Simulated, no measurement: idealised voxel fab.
You're looking at the process module voxel released beams.
Each square cell in cross-section cut measures 5 nm, and the section as a whole is 215 nm wide.
In what follows, cross-sections appear as grids of square cells, described through bands that run from the top down, where every band is one or more rows of cells. Band entry format. Leading values: height of top, height of bottom, nm. Remainder: materials in left-to-right order, each with its width in nm. Special words: "everywhere" on a single material, which then fills the band edge to edge; "air", empty space. Height 0 is the level under which the wafer as received is all one material. The lowest band goes on downwards, as in "z 0 and below". Quick explanation for "30->40": the width changes in equal steps down the rows of cells, from the first number in the band's top row to the second number in its bottom row. Where the words "nothing got changed" appear for a step, the cross-section shows no cell changed by that step; every cell remained as before. In "Enclosed void listing" the enclosed voids are listed, meaning empty spaces of 8 cells or larger without any opening to the top. The form is width x height at distance, distance from the left edge, units nm. On each step's line, the part that comes after the settings is the simulator's own comment on the step. Each step line may optionally specify "overlay nm", which for a step with a mask gives the rightward distance between the mask's planned place and where it lay, a negative value indicating the leftward direction.

## These are the steps we planned for the process
1. RECEIVE: material Si
2. CONFORMAL_DEP: material Al2O3, thk nm 5
3. DIRECTIONAL_DEP: material SiO2, thk nm 15
4. DIRECTIONAL_DEP: material aC, thk nm 15
5. PATTERN: tone open, mask id ANCHOR, material resist, width nm 35, thk nm 35, overlay nm 0
6. DIRECTIONAL_ETCH: etch materials aC, depth nm 15
7. STRIP: etch materials resist
8. DIRECTIONAL_ETCH: etch materials SiO2, depth nm 15
9. STRIP: etch materials aC
10. CONFORMAL_DEP: material SiN, thk nm 15
11. PATTERN: tone cover, mask id BEAM, material resist, width nm 95, thk nm 15, overlay nm 0
12. DIRECTIONAL_ETCH: etch materials SiN, depth nm 15
13. STRIP: etch materials resist
14. STRIP: etch materials SiO2

## Wafer at receipt (post step 1), cross-section
> z 0 and below = Si everywhere
> Enclosed void listing: none

## Wafer at module end, in section. Began as above, planned as above, run with one mistake
> z 50 to 35 = air=55; SiN=95; air=65
> z 35 to 20 = SiN everywhere
> z 20 to 5 = SiO2=60; SiN=35; SiO2=120
> z 5 to 0 = Al2O3 everywhere
> z 0 and below = Si everywhere
> Enclosed void listing: none
What went wrong in running the wafer? plan step 10 ran twice
